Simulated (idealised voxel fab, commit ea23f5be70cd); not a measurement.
process module | voxel transistor to metal
cross-section cut | 150 nm wide | cells 5 nm
A cross-section is a grid of square cells, given in bands from the top down. A band is one or more rows of cells.
Each band's line starts with the height of the band's top and of its bottom, in nm. Then come its materials from left to right, each with its width in nm. One material with "throughout" fills the band from edge to edge. "air" is empty space.
Height 0 is the level under which the wafer as received is all one material. The lowest band goes on downwards, as in "0 down".
A width such as "30 to 40" changes by the same amount from each row of cells to the next, from the band's top row to its bottom row.
"no change" after a step means that no cell of the cross-section changed.
closed voids: empty space of 8 cells or more with no open way to the top, each as width x height at its distance from the left edge, in nm
after a step's settings: what the simulator itself notes on the step
overlay nm, on a step with a mask: how far to the right of its planned place the mask lay; to the left if negative
Each pair below shows a cross-section before one step and the cross-section after it, down to the lowest band that changed. The line under each pair gives the step between them, with its settings. The pairs can come from different runs of this module on the same starting wafer, so a pair continues from the pair above only where its "before" says so.
before
  0 down: Si throughout
  closed voids: none
after
  5 to 0: SiO2 throughout
  below 0: unchanged
  closed voids: none
the step between: op CONFORMAL_DEP | material SiO2 | thk nm 5
before: the cross-section after the pair above
after
  20 to 5: SiN throughout
  below 5: unchanged
  closed voids: none
the step between: op CONFORMAL_DEP | material SiN | thk nm 15
before: the cross-section after the pair above
after
  20 to 5: air 20 | SiN 105 | air 25
  below 5: unchanged
  closed voids: none
the step between: op MASKED_ETCH | tone cover | mask id ACTIVE | width nm 105 | etch materials SiN | depth nm 15 | overlay nm 0
before: the cross-section after the pair above
after
  20 to 5: air 20 | SiN 105 | air 25
  5 to 0: air 20 | SiO2 105 | air 25
  below 0: unchanged
  closed voids: none
the step between: op MASKED_ETCH | tone cover | mask id ACTIVE | width nm 105 | etch materials SiO2 | depth nm 5 | overlay nm 0
before: the cross-section after the pair above
after
  20 to 5: air 20 | SiN 105 | air 25
  5 to 0: air 20 | SiO2 105 | air 25
  0 to -30: air 20 | Si 105 | air 25
  below -30: unchanged
  closed voids: none
the step between: op MASKED_ETCH | tone cover | mask id ACTIVE | width nm 105 | etch materials Si | depth nm 30 | overlay nm 0
before: the cross-section after the pair above
after
  30 to 20: SiO2 throughout
  20 to 5: SiO2 20 | SiN 105 | SiO2 25
  5 to 0: SiO2 throughout
  0 to -30: SiO2 20 | Si 105 | SiO2 25
  below -30: unchanged
  closed voids: none
the step between: op FILL_DEP | material SiO2 | thk nm 10
before: the cross-section after the pair above
after
  20 to 5: SiO2 20 | SiN 105 | SiO2 25
  below 5: unchanged
  closed voids: none
the step between: op CMP | height nm 20
before: the cross-section after the pair above
after
  20 to 10: air 20 | SiN 105 | air 25
  below 10: unchanged
  closed voids: none
the step between: op SELECTIVE_ETCH | etch materials SiO2 | depth nm 10
before: the cross-section after the pair above
after
  10 to 5: SiO2 20 | air 105 | SiO2 25
  below 5: unchanged
  closed voids: none
the step between: op STRIP | etch materials SiN
before: the cross-section after the pair above
after
  5 to 0: SiO2 15 | air 115 | SiO2 20
  below 0: unchanged
  closed voids: none
the step between: op SELECTIVE_ETCH | etch materials SiO2 | depth nm 5
before: the cross-section after the pair above
after
  5 to 0: SiO2 15 | air 115 | SiO2 20
  0 to -5: SiO2 throughout
  below -5: unchanged
  closed voids: none
the step between: op OXIDIZE | depth nm 5
before: the cross-section after the pair above
after
  25 to 20: polySi 15 | air 115 | polySi 20
  20 to 5: polySi throughout
  5 to 0: SiO2 15 | polySi 115 | SiO2 20
  below 0: unchanged
  closed voids: none
the step between: op DIRECTIONAL_DEP | material polySi | thk nm 20
before: the cross-section after the pair above
after
  35 to 30: SiCN 15 | air 115 | SiCN 20
  30 to 25: SiCN throughout
  25 to 20: polySi 15 | SiCN 115 | polySi 20
  below 20: unchanged
  closed voids: none
the step between: op DIRECTIONAL_DEP | material SiCN | thk nm 10
before: the cross-section after the pair above
after
  30 to 25: air 60 | SiCN 25 | air 65
  25 to 20: polySi 15 | air 45 | SiCN 25 | air 45 | polySi 20
  below 20: unchanged
  closed voids: none
the step between: op MASKED_ETCH | tone cover | mask id GATE | width nm 25 | etch materials SiCN | depth nm 20 | overlay nm 0
before: the cross-section after the pair above
after
  30 to 20: air 60 | SiCN 25 | air 65
  20 to 5: air 60 | polySi 25 | air 65
  5 to 0: SiO2 15 | air 45 | polySi 25 | air 45 | SiO2 20
  below 0: unchanged
  closed voids: none
the step between: op MASKED_ETCH | tone cover | mask id GATE | width nm 25 | etch materials polySi | depth nm 30 | overlay nm 0
before: the cross-section after the pair above
after
  35 to 30: air 55 | SiN 35 | air 60
  30 to 20: air 55 | SiN 5 | SiCN 25 | SiN 5 | air 60
  20 to 10: air 55 | SiN 5 | polySi 25 | SiN 5 | air 60
  10 to 5: SiN 20 | air 35 | SiN 5 | polySi 25 | SiN 5 | air 35 | SiN 25
  5 to 0: SiO2 15 | SiN 45 | polySi 25 | SiN 45 | SiO2 20
  below 0: unchanged
  closed voids: none
the step between: op CONFORMAL_DEP | material SiN | thk nm 5
before: the cross-section after the pair above
after
  30 to 20: air 55 | SiN 5 | SiCN 25 | SiN 5 | air 60
  20 to 5: air 55 | SiN 5 | polySi 25 | SiN 5 | air 60
  5 to 0: SiO2 15 | SiN 5 | air 35 | SiN 5 | polySi 25 | SiN 5 | air 35 | SiN 5 | SiO2 20
  below 0: unchanged
  closed voids: none
the step between: op DIRECTIONAL_ETCH | etch materials SiN | depth nm 5
before: the cross-section after the pair above
after
  30 to 20: air 55 | SiN 5 | SiCN 25 | SiN 5 | air 60
  20 to 5: air 55 | SiN 5 | polySi 25 | SiN 5 | air 60
  5 to 0: air 15 | SiN 5 | air 35 | SiN 5 | polySi 25 | SiN 5 | air 35 | SiN 5 | air 20
  0 to -5: SiO2 20 | air 35 | SiO2 35 | air 35 | SiO2 25
  below -5: unchanged
  closed voids: none
the step between: op DIRECTIONAL_ETCH | etch materials SiO2 | depth nm 5
before: the cross-section after the pair above
after
  30 to 20: air 55 | SiN 5 | SiCN 25 | SiN 5 | air 60
  20 to 5: air 55 | SiN 5 | polySi 25 | SiN 5 | air 60
  5 to 0: air 15 | SiN 5 | air 35 | SiN 5 | polySi 25 | SiN 5 | air 35 | SiN 5 | air 20
  0 to -5: SiO2 20 | nSi 35 | SiO2 35 | nSi 35 | SiO2 25
  below -5: unchanged
  closed voids: none
the step between: op EPI | material nSi | thk nm 5
before: the cross-section after the pair above
after
  40 to 30: SiO2 throughout
  30 to 20: SiO2 55 | SiN 5 | SiCN 25 | SiN 5 | SiO2 60
  20 to 5: SiO2 55 | SiN 5 | polySi 25 | SiN 5 | SiO2 60
  5 to 0: SiO2 15 | SiN 5 | SiO2 35 | SiN 5 | polySi 25 | SiN 5 | SiO2 35 | SiN 5 | SiO2 20
  below 0: unchanged
  closed voids: none
the step between: op FILL_DEP | material SiO2 | thk nm 10
before: the cross-section after the pair above
after
  30 to 20: SiO2 55 | SiN 5 | SiCN 25 | SiN 5 | SiO2 60
  below 20: unchanged
  closed voids: none
the step between: op CMP | height nm 30
before: the cross-section after the pair above
after
  40 to 30: SiO2 throughout
  below 30: unchanged
  closed voids: none
the step between: op DIRECTIONAL_DEP | material SiO2 | thk nm 10
before: the cross-section after the pair above
after
  40 to 30: SiO2 25 | air 15 | SiO2 65 | air 15 | SiO2 30
  30 to 20: SiO2 25 | air 15 | SiO2 15 | SiN 5 | SiCN 25 | SiN 5 | SiO2 15 | air 15 | SiO2 30
  20 to 5: SiO2 25 | air 15 | SiO2 15 | SiN 5 | polySi 25 | SiN 5 | SiO2 15 | air 15 | SiO2 30
  5 to 0: SiO2 15 | SiN 5 | SiO2 5 | air 15 | SiO2 15 | SiN 5 | polySi 25 | SiN 5 | SiO2 15 | air 15 | SiO2 5 | SiN 5 | SiO2 20
  below 0: unchanged
  closed voids: none
the step between: op MASKED_ETCH | tone open | mask id CONTACT | width nm 15 | pitch nm 80 | etch materials SiO2 | depth nm 40 | overlay nm 0
before: the cross-section after the pair above
after
  45 to 40: TiN 30 | air 5 | TiN 75 | air 5 | TiN 35
  40 to 30: SiO2 25 | TiN 5 | air 5 | TiN 5 | SiO2 65 | TiN 5 | air 5 | TiN 5 | SiO2 30
  30 to 20: SiO2 25 | TiN 5 | air 5 | TiN 5 | SiO2 15 | SiN 5 | SiCN 25 | SiN 5 | SiO2 15 | TiN 5 | air 5 | TiN 5 | SiO2 30
  20 to 5: SiO2 25 | TiN 5 | air 5 | TiN 5 | SiO2 15 | SiN 5 | polySi 25 | SiN 5 | SiO2 15 | TiN 5 | air 5 | TiN 5 | SiO2 30
  5 to 0: SiO2 15 | SiN 5 | SiO2 5 | TiN 15 | SiO2 15 | SiN 5 | polySi 25 | SiN 5 | SiO2 15 | TiN 15 | SiO2 5 | SiN 5 | SiO2 20
  below 0: unchanged
  closed voids: none
the step between: op CONFORMAL_DEP | material TiN | thk nm 5
before: the cross-section after the pair above
after
  55 to 45: W throughout
  45 to 40: TiN 30 | W 5 | TiN 75 | W 5 | TiN 35
  40 to 30: SiO2 25 | TiN 5 | W 5 | TiN 5 | SiO2 65 | TiN 5 | W 5 | TiN 5 | SiO2 30
  30 to 20: SiO2 25 | TiN 5 | W 5 | TiN 5 | SiO2 15 | SiN 5 | SiCN 25 | SiN 5 | SiO2 15 | TiN 5 | W 5 | TiN 5 | SiO2 30
  20 to 5: SiO2 25 | TiN 5 | W 5 | TiN 5 | SiO2 15 | SiN 5 | polySi 25 | SiN 5 | SiO2 15 | TiN 5 | W 5 | TiN 5 | SiO2 30
  below 5: unchanged
  closed voids: none
the step between: op FILL_DEP | material W | thk nm 10
before: the cross-section after the pair above
after
  40 to 30: SiO2 25 | TiN 5 | W 5 | TiN 5 | SiO2 65 | TiN 5 | W 5 | TiN 5 | SiO2 30
  below 30: unchanged
  closed voids: none
the step between: op CMP | height nm 40
before: the cross-section after the pair above
after
  45 to 40: SiCN throughout
  below 40: unchanged
  closed voids: none
the step between: op CONFORMAL_DEP | material SiCN | thk nm 5
before: the cross-section after the pair above
after
  60 to 45: SiO2 throughout
  below 45: unchanged
  closed voids: none
the step between: op DIRECTIONAL_DEP | material SiO2 | thk nm 15
before: the cross-section after the pair above
after
  60 to 45: SiO2 25 | air 15 | SiO2 65 | air 15 | SiO2 30
  below 45: unchanged
  closed voids: none
the step between: op MASKED_ETCH | tone open | mask id METAL_1 | width nm 15 | pitch nm 80 | etch materials SiO2 | depth nm 15 | overlay nm 0
before: the cross-section after the pair above
after
  60 to 45: SiO2 25 | air 15 | SiO2 65 | air 15 | SiO2 30
  45 to 40: SiCN 25 | air 15 | SiCN 65 | air 15 | SiCN 30
  below 40: unchanged
  closed voids: none
the step between: op MASKED_ETCH | tone open | mask id METAL_1 | width nm 15 | pitch nm 80 | etch materials SiCN | depth nm 5 | overlay nm 0
before: the cross-section after the pair above
after
  65 to 60: TiN 30 | air 5 | TiN 75 | air 5 | TiN 35
  60 to 45: SiO2 25 | TiN 5 | air 5 | TiN 5 | SiO2 65 | TiN 5 | air 5 | TiN 5 | SiO2 30
  45 to 40: SiCN 25 | TiN 15 | SiCN 65 | TiN 15 | SiCN 30
  below 40: unchanged
  closed voids: none
the step between: op CONFORMAL_DEP | material TiN | thk nm 5
before: the cross-section after the pair above
after
  75 to 65: Cu throughout
  65 to 60: TiN 30 | Cu 5 | TiN 75 | Cu 5 | TiN 35
  60 to 45: SiO2 25 | TiN 5 | Cu 5 | TiN 5 | SiO2 65 | TiN 5 | Cu 5 | TiN 5 | SiO2 30
  below 45: unchanged
  closed voids: none
the step between: op FILL_DEP | material Cu | thk nm 10
before: the cross-section after the pair above
after
  60 to 45: SiO2 25 | TiN 5 | Cu 5 | TiN 5 | SiO2 65 | TiN 5 | Cu 5 | TiN 5 | SiO2 30
  below 45: unchanged
  closed voids: none
the step between: op CMP | height nm 60
before: the cross-section after the pair above
after
  65 to 60: SiCN throughout
  below 60: unchanged
  closed voids: none
the step between: op CONFORMAL_DEP | material SiCN | thk nm 5
before: the cross-section after the pair above
after
  90 to 65: SiO2 throughout
  below 65: unchanged
  closed voids: none
the step between: op DIRECTIONAL_DEP | material SiO2 | thk nm 25
before: the cross-section after the pair above
after
  90 to 75: SiO2 25 | air 15 | SiO2 65 | air 15 | SiO2 30
  below 75: unchanged
  closed voids: none
the step between: op MASKED_ETCH | tone open | mask id METAL_2 | width nm 15 | pitch nm 80 | etch materials SiO2 | depth nm 15 | overlay nm 0
before: the cross-section after the pair above
after
  90 to 65: SiO2 25 | air 15 | SiO2 65 | air 15 | SiO2 30
  below 65: unchanged
  closed voids: none
the step between: op MASKED_ETCH | tone open | mask id METAL_2_HOLES | width nm 15 | pitch nm 80 | etch materials SiO2 | depth nm 10 | overlay nm 0
before: the cross-section after the pair above
after
  90 to 65: SiO2 25 | air 15 | SiO2 65 | air 15 | SiO2 30
  65 to 60: SiCN 25 | air 15 | SiCN 65 | air 15 | SiCN 30
  below 60: unchanged
  closed voids: none
the step between: op MASKED_ETCH | tone open | mask id METAL_2_HOLES | width nm 15 | pitch nm 80 | etch materials SiCN | depth nm 5 | overlay nm 0
before: the cross-section after the pair above
after
  95 to 90: TiN 30 | air 5 | TiN 75 | air 5 | TiN 35
  90 to 65: SiO2 25 | TiN 5 | air 5 | TiN 5 | SiO2 65 | TiN 5 | air 5 | TiN 5 | SiO2 30
  65 to 60: SiCN 25 | TiN 15 | SiCN 65 | TiN 15 | SiCN 30
  below 60: unchanged
  closed voids: none
the step between: op CONFORMAL_DEP | material TiN | thk nm 5
before: the cross-section after the pair above
after
  105 to 95: Ru throughout
  95 to 90: TiN 30 | Ru 5 | TiN 75 | Ru 5 | TiN 35
  90 to 65: SiO2 25 | TiN 5 | Ru 5 | TiN 5 | SiO2 65 | TiN 5 | Ru 5 | TiN 5 | SiO2 30
  below 65: unchanged
  closed voids: none
the step between: op FILL_DEP | material Ru | thk nm 10
before: the cross-section after the pair above
after
  90 to 65: SiO2 25 | TiN 5 | Ru 5 | TiN 5 | SiO2 65 | TiN 5 | Ru 5 | TiN 5 | SiO2 30
  below 65: unchanged
  closed voids: none
the step between: op CMP | height nm 90
before: the cross-section after the pair above
after
  95 to 90: SiN throughout
  below 90: unchanged
  closed voids: none
the step between: op CONFORMAL_DEP | material SiN | thk nm 5
before
  55 to 45: W throughout
  45 to 40: TiN 30 | W 5 | TiN 75 | W 5 | TiN 35
  40 to 30: SiO2 25 | TiN 5 | W 5 | TiN 5 | SiO2 65 | TiN 5 | W 5 | TiN 5 | SiO2 30
  30 to 20: SiO2 25 | TiN 5 | W 5 | TiN 5 | SiO2 15 | SiN 5 | SiCN 25 | SiN 5 | SiO2 15 | TiN 5 | W 5 | TiN 5 | SiO2 30
  20 to 5: SiO2 25 | TiN 5 | W 5 | TiN 5 | SiO2 15 | SiN 5 | polySi 25 | SiN 5 | SiO2 15 | TiN 5 | W 5 | TiN 5 | SiO2 30
  5 to 0: SiO2 15 | SiN 5 | SiO2 5 | TiN 15 | SiO2 15 | SiN 5 | polySi 25 | SiN 5 | SiO2 15 | TiN 15 | SiO2 5 | SiN 5 | SiO2 20
  0 to -5: SiO2 20 | nSi 35 | SiO2 35 | nSi 35 | SiO2 25
  -5 to -30: SiO2 20 | Si 105 | SiO2 25
  -30 down: Si throughout
  closed voids: none
after
  60 to 55: SiCN throughout
  below 55: unchanged
  closed voids: none
the step between: op CONFORMAL_DEP | material SiCN | thk nm 5
before: the cross-section after the pair above
after
  75 to 60: SiO2 throughout
  below 60: unchanged
  closed voids: none
the step between: op DIRECTIONAL_DEP | material SiO2 | thk nm 15
before: the cross-section after the pair above
after
  75 to 60: SiO2 25 | air 15 | SiO2 65 | air 15 | SiO2 30
  below 60: unchanged
  closed voids: none
the step between: op MASKED_ETCH | tone open | mask id METAL_1 | width nm 15 | pitch nm 80 | etch materials SiO2 | depth nm 15 | overlay nm 0
before: the cross-section after the pair above
after
  75 to 60: SiO2 25 | air 15 | SiO2 65 | air 15 | SiO2 30
  60 to 55: SiCN 25 | air 15 | SiCN 65 | air 15 | SiCN 30
  below 55: unchanged
  closed voids: none
the step between: op MASKED_ETCH | tone open | mask id METAL_1 | width nm 15 | pitch nm 80 | etch materials SiCN | depth nm 5 | overlay nm 0
before: the cross-section after the pair above
after
  80 to 75: TiN 30 | air 5 | TiN 75 | air 5 | TiN 35
  75 to 60: SiO2 25 | TiN 5 | air 5 | TiN 5 | SiO2 65 | TiN 5 | air 5 | TiN 5 | SiO2 30
  60 to 55: SiCN 25 | TiN 15 | SiCN 65 | TiN 15 | SiCN 30
  below 55: unchanged
  closed voids: none
the step between: op CONFORMAL_DEP | material TiN | thk nm 5
before: the cross-section after the pair above
after
  90 to 80: Cu throughout
  80 to 75: TiN 30 | Cu 5 | TiN 75 | Cu 5 | TiN 35
  75 to 60: SiO2 25 | TiN 5 | Cu 5 | TiN 5 | SiO2 65 | TiN 5 | Cu 5 | TiN 5 | SiO2 30
  below 60: unchanged
  closed voids: none
the step between: op FILL_DEP | material Cu | thk nm 10
before: the cross-section after the pair above
after
  60 to 55: SiCN 25 | TiN 15 | SiCN 65 | TiN 15 | SiCN 30
  below 55: unchanged
  closed voids: none
the step between: op CMP | height nm 60
before: the cross-section after the pair above
after
  65 to 60: SiCN throughout
  below 60: unchanged
  closed voids: none
the step between: op CONFORMAL_DEP | material SiCN | thk nm 5
before: the cross-section after the pair above
after
  90 to 65: SiO2 throughout
  below 65: unchanged
  closed voids: none
the step between: op DIRECTIONAL_DEP | material SiO2 | thk nm 25
before: the cross-section after the pair above
after
  90 to 75: SiO2 25 | air 15 | SiO2 65 | air 15 | SiO2 30
  below 75: unchanged
  closed voids: none
the step between: op MASKED_ETCH | tone open | mask id METAL_2 | width nm 15 | pitch nm 80 | etch materials SiO2 | depth nm 15 | overlay nm 0
before: the cross-section after the pair above
after
  90 to 65: SiO2 25 | air 15 | SiO2 65 | air 15 | SiO2 30
  below 65: unchanged
  closed voids: none
the step between: op MASKED_ETCH | tone open | mask id METAL_2_HOLES | width nm 15 | pitch nm 80 | etch materials SiO2 | depth nm 10 | overlay nm 0
before: the cross-section after the pair above
after
  90 to 65: SiO2 25 | air 15 | SiO2 65 | air 15 | SiO2 30
  65 to 60: SiCN 25 | air 15 | SiCN 65 | air 15 | SiCN 30
  below 60: unchanged
  closed voids: none
the step between: op MASKED_ETCH | tone open | mask id METAL_2_HOLES | width nm 15 | pitch nm 80 | etch materials SiCN | depth nm 5 | overlay nm 0
before: the cross-section after the pair above
after
  95 to 90: TiN 30 | air 5 | TiN 75 | air 5 | TiN 35
  90 to 65: SiO2 25 | TiN 5 | air 5 | TiN 5 | SiO2 65 | TiN 5 | air 5 | TiN 5 | SiO2 30
  65 to 55: SiCN 25 | TiN 15 | SiCN 65 | TiN 15 | SiCN 30
  below 55: unchanged
  closed voids: none
the step between: op CONFORMAL_DEP | material TiN | thk nm 5
before: the cross-section after the pair above
after
  105 to 95: Ru throughout
  95 to 90: TiN 30 | Ru 5 | TiN 75 | Ru 5 | TiN 35
  90 to 65: SiO2 25 | TiN 5 | Ru 5 | TiN 5 | SiO2 65 | TiN 5 | Ru 5 | TiN 5 | SiO2 30
  below 65: unchanged
  closed voids: none
the step between: op FILL_DEP | material Ru | thk nm 10
before: the cross-section after the pair above
after
  90 to 65: SiO2 25 | TiN 5 | Ru 5 | TiN 5 | SiO2 65 | TiN 5 | Ru 5 | TiN 5 | SiO2 30
  below 65: unchanged
  closed voids: none
the step between: op CMP | height nm 90
before: the cross-section after the pair above
after
  95 to 90: SiN throughout
  below 90: unchanged
  closed voids: none
the step between: op CONFORMAL_DEP | material SiN | thk nm 5
before
  90 to 65: SiO2 throughout
  65 to 60: SiCN throughout
  60 to 45: SiO2 25 | TiN 5 | Cu 5 | TiN 5 | SiO2 65 | TiN 5 | Cu 5 | TiN 5 | SiO2 30
  45 to 40: SiCN 25 | TiN 15 | SiCN 65 | TiN 15 | SiCN 30
  40 to 30: SiO2 25 | TiN 5 | W 5 | TiN 5 | SiO2 65 | TiN 5 | W 5 | TiN 5 | SiO2 30
  30 to 20: SiO2 25 | TiN 5 | W 5 | TiN 5 | SiO2 15 | SiN 5 | SiCN 25 | SiN 5 | SiO2 15 | TiN 5 | W 5 | TiN 5 | SiO2 30
  20 to 5: SiO2 25 | TiN 5 | W 5 | TiN 5 | SiO2 15 | SiN 5 | polySi 25 | SiN 5 | SiO2 15 | TiN 5 | W 5 | TiN 5 | SiO2 30
  5 to 0: SiO2 15 | SiN 5 | SiO2 5 | TiN 15 | SiO2 15 | SiN 5 | polySi 25 | SiN 5 | SiO2 15 | TiN 15 | SiO2 5 | SiN 5 | SiO2 20
  0 to -5: SiO2 20 | nSi 35 | SiO2 35 | nSi 35 | SiO2 25
  -5 to -30: SiO2 20 | Si 105 | SiO2 25
  -30 down: Si throughout
  closed voids: none
after
  115 to 65: SiO2 throughout
  below 65: unchanged
  closed voids: none
the step between: op DIRECTIONAL_DEP | material SiO2 | thk nm 25
before: the cross-section after the pair above
after
  115 to 100: SiO2 25 | air 15 | SiO2 65 | air 15 | SiO2 30
  below 100: unchanged
  closed voids: none
the step between: op MASKED_ETCH | tone open | mask id METAL_2 | width nm 15 | pitch nm 80 | etch materials SiO2 | depth nm 15 | overlay nm 0
before: the cross-section after the pair above
after
  115 to 90: SiO2 25 | air 15 | SiO2 65 | air 15 | SiO2 30
  below 90: unchanged
  closed voids: none
the step between: op MASKED_ETCH | tone open | mask id METAL_2_HOLES | width nm 15 | pitch nm 80 | etch materials SiO2 | depth nm 10 | overlay nm 0
before: the cross-section after the pair above
after
  120 to 115: TiN 30 | air 5 | TiN 75 | air 5 | TiN 35
  115 to 95: SiO2 25 | TiN 5 | air 5 | TiN 5 | SiO2 65 | TiN 5 | air 5 | TiN 5 | SiO2 30
  95 to 90: SiO2 25 | TiN 15 | SiO2 65 | TiN 15 | SiO2 30
  below 90: unchanged
  closed voids: none
the step between: op CONFORMAL_DEP | material TiN | thk nm 5
before: the cross-section after the pair above
after
  130 to 120: Ru throughout
  120 to 115: TiN 30 | Ru 5 | TiN 75 | Ru 5 | TiN 35
  115 to 95: SiO2 25 | TiN 5 | Ru 5 | TiN 5 | SiO2 65 | TiN 5 | Ru 5 | TiN 5 | SiO2 30
  below 95: unchanged
  closed voids: none
the step between: op FILL_DEP | material Ru | thk nm 10
before: the cross-section after the pair above
after
  90 to 65: SiO2 throughout
  below 65: unchanged
  closed voids: none
the step between: op CMP | height nm 90
before: the cross-section after the pair above
after
  95 to 90: SiN throughout
  below 90: unchanged
  closed voids: none
the step between: op CONFORMAL_DEP | material SiN | thk nm 5
before
  60 to 45: SiO2 25 | TiN 5 | Cu 5 | TiN 5 | SiO2 65 | TiN 5 | Cu 5 | TiN 5 | SiO2 30
  45 to 40: SiCN 25 | TiN 15 | SiCN 65 | TiN 15 | SiCN 30
  40 to 30: SiO2 25 | TiN 5 | W 5 | TiN 5 | SiO2 65 | TiN 5 | W 5 | TiN 5 | SiO2 30
  30 to 20: SiO2 25 | TiN 5 | W 5 | TiN 5 | SiO2 15 | SiN 5 | SiCN 25 | SiN 5 | SiO2 15 | TiN 5 | W 5 | TiN 5 | SiO2 30
  20 to 5: SiO2 25 | TiN 5 | W 5 | TiN 5 | SiO2 15 | SiN 5 | polySi 25 | SiN 5 | SiO2 15 | TiN 5 | W 5 | TiN 5 | SiO2 30
  5 to 0: SiO2 15 | SiN 5 | SiO2 5 | TiN 15 | SiO2 15 | SiN 5 | polySi 25 | SiN 5 | SiO2 15 | TiN 15 | SiO2 5 | SiN 5 | SiO2 20
  0 to -5: SiO2 20 | nSi 35 | SiO2 35 | nSi 35 | SiO2 25
  -5 to -30: SiO2 20 | Si 105 | SiO2 25
  -30 down: Si throughout
  closed voids: none
after
  85 to 60: SiO2 throughout
  below 60: unchanged
  closed voids: none
the step between: op DIRECTIONAL_DEP | material SiO2 | thk nm 25
before: the cross-section after the pair above
after
  90 to 85: SiCN throughout
  below 85: unchanged
  closed voids: none
the step between: op CONFORMAL_DEP | material SiCN | thk nm 5
before: the cross-section after the pair above
after
  90 to 85: SiCN 25 | air 15 | SiCN 65 | air 15 | SiCN 30
  below 85: unchanged
  closed voids: none
the step between: op MASKED_ETCH | tone open | mask id METAL_2_HOLES | width nm 15 | pitch nm 80 | etch materials SiCN | depth nm 5 | overlay nm 0
before: the cross-section after the pair above
after
  95 to 90: TiN 30 | air 5 | TiN 75 | air 5 | TiN 35
  90 to 85: SiCN 25 | TiN 15 | SiCN 65 | TiN 15 | SiCN 30
  below 85: unchanged
  closed voids: none
the step between: op CONFORMAL_DEP | material TiN | thk nm 5
before: the cross-section after the pair above
after
  105 to 95: Ru throughout
  95 to 90: TiN 30 | Ru 5 | TiN 75 | Ru 5 | TiN 35
  below 90: unchanged
  closed voids: none
the step between: op FILL_DEP | material Ru | thk nm 10
before: the cross-section after the pair above
after
  90 to 85: SiCN 25 | TiN 15 | SiCN 65 | TiN 15 | SiCN 30
  below 85: unchanged
  closed voids: none
the step between: op CMP | height nm 90
before: the cross-section after the pair above
after
  95 to 90: SiN throughout
  below 90: unchanged
  closed voids: none
the step between: op CONFORMAL_DEP | material SiN | thk nm 5
before
  20 to 5: air 20 | SiN 105 | air 25
  5 to 0: air 20 | SiO2 105 | air 25
  0 down: Si throughout
  closed voids: none
after
  20 to 5: air 20 | SiN 105 | air 25
  5 to 0: air 20 | SiO2 105 | air 25
  0 to -35: air 20 | Si 105 | air 25
  below -35: unchanged
  closed voids: none
the step between: op MASKED_ETCH | tone cover | mask id ACTIVE | width nm 105 | etch materials Si | depth nm 35 | overlay nm 0
before: the cross-section after the pair above
after
  30 to 20: SiO2 throughout
  20 to 5: SiO2 20 | SiN 105 | SiO2 25
  5 to 0: SiO2 throughout
  0 to -35: SiO2 20 | Si 105 | SiO2 25
  below -35: unchanged
  closed voids: none
the step between: op FILL_DEP | material SiO2 | thk nm 10
before: the cross-section after the pair above
after
  20 to 5: SiO2 20 | SiN 105 | SiO2 25
  below 5: unchanged
  closed voids: none
the step between: op CMP | height nm 20
before: the cross-section after the pair above
after
  20 to 10: air 20 | SiN 105 | air 25
  below 10: unchanged
  closed voids: none
the step between: op SELECTIVE_ETCH | etch materials SiO2 | depth nm 10
before: the cross-section after the pair above
after
  10 to 5: SiO2 20 | air 105 | SiO2 25
  below 5: unchanged
  closed voids: none
the step between: op STRIP | etch materials SiN
before: the cross-section after the pair above
after
  5 to 0: SiO2 15 | air 115 | SiO2 20
  below 0: unchanged
  closed voids: none
the step between: op SELECTIVE_ETCH | etch materials SiO2 | depth nm 5
before: the cross-section after the pair above
after
  5 to 0: SiO2 15 | air 115 | SiO2 20
  0 to -5: SiO2 throughout
  below -5: unchanged
  closed voids: none
the step between: op OXIDIZE | depth nm 5
before: the cross-section after the pair above
after
  25 to 20: polySi 15 | air 115 | polySi 20
  20 to 5: polySi throughout
  5 to 0: SiO2 15 | polySi 115 | SiO2 20
  below 0: unchanged
  closed voids: none
the step between: op DIRECTIONAL_DEP | material polySi | thk nm 20
before: the cross-section after the pair above
after
  35 to 30: SiCN 15 | air 115 | SiCN 20
  30 to 25: SiCN throughout
  25 to 20: polySi 15 | SiCN 115 | polySi 20
  below 20: unchanged
  closed voids: none
the step between: op DIRECTIONAL_DEP | material SiCN | thk nm 10
before: the cross-section after the pair above
after
  30 to 25: air 60 | SiCN 25 | air 65
  25 to 20: polySi 15 | air 45 | SiCN 25 | air 45 | polySi 20
  below 20: unchanged
  closed voids: none
the step between: op MASKED_ETCH | tone cover | mask id GATE | width nm 25 | etch materials SiCN | depth nm 20 | overlay nm 0
before: the cross-section after the pair above
after
  30 to 20: air 60 | SiCN 25 | air 65
  20 to 5: air 60 | polySi 25 | air 65
  5 to 0: SiO2 15 | air 45 | polySi 25 | air 45 | SiO2 20
  below 0: unchanged
  closed voids: none
the step between: op MASKED_ETCH | tone cover | mask id GATE | width nm 25 | etch materials polySi | depth nm 30 | overlay nm 0
before: the cross-section after the pair above
after
  35 to 30: air 55 | SiN 35 | air 60
  30 to 20: air 55 | SiN 5 | SiCN 25 | SiN 5 | air 60
  20 to 10: air 55 | SiN 5 | polySi 25 | SiN 5 | air 60
  10 to 5: SiN 20 | air 35 | SiN 5 | polySi 25 | SiN 5 | air 35 | SiN 25
  5 to 0: SiO2 15 | SiN 45 | polySi 25 | SiN 45 | SiO2 20
  below 0: unchanged
  closed voids: none
the step between: op CONFORMAL_DEP | material SiN | thk nm 5
before: the cross-section after the pair above
after
  30 to 20: air 55 | SiN 5 | SiCN 25 | SiN 5 | air 60
  20 to 5: air 55 | SiN 5 | polySi 25 | SiN 5 | air 60
  5 to 0: SiO2 15 | SiN 5 | air 35 | SiN 5 | polySi 25 | SiN 5 | air 35 | SiN 5 | SiO2 20
  below 0: unchanged
  closed voids: none
the step between: op DIRECTIONAL_ETCH | etch materials SiN | depth nm 5
before: the cross-section after the pair above
after
  30 to 20: air 55 | SiN 5 | SiCN 25 | SiN 5 | air 60
  20 to 5: air 55 | SiN 5 | polySi 25 | SiN 5 | air 60
  5 to 0: air 15 | SiN 5 | air 35 | SiN 5 | polySi 25 | SiN 5 | air 35 | SiN 5 | air 20
  0 to -5: SiO2 20 | air 35 | SiO2 35 | air 35 | SiO2 25
  below -5: unchanged
  closed voids: none
the step between: op DIRECTIONAL_ETCH | etch materials SiO2 | depth nm 5
before: the cross-section after the pair above
after
  30 to 20: air 55 | SiN 5 | SiCN 25 | SiN 5 | air 60
  20 to 5: air 55 | SiN 5 | polySi 25 | SiN 5 | air 60
  5 to 0: air 15 | SiN 5 | air 35 | SiN 5 | polySi 25 | SiN 5 | air 35 | SiN 5 | air 20
  0 to -5: SiO2 20 | nSi 35 | SiO2 35 | nSi 35 | SiO2 25
  below -5: unchanged
  closed voids: none
the step between: op EPI | material nSi | thk nm 5
before: the cross-section after the pair above
after
  40 to 30: SiO2 throughout
  30 to 20: SiO2 55 | SiN 5 | SiCN 25 | SiN 5 | SiO2 60
  20 to 5: SiO2 55 | SiN 5 | polySi 25 | SiN 5 | SiO2 60
  5 to 0: SiO2 15 | SiN 5 | SiO2 35 | SiN 5 | polySi 25 | SiN 5 | SiO2 35 | SiN 5 | SiO2 20
  below 0: unchanged
  closed voids: none
the step between: op FILL_DEP | material SiO2 | thk nm 10
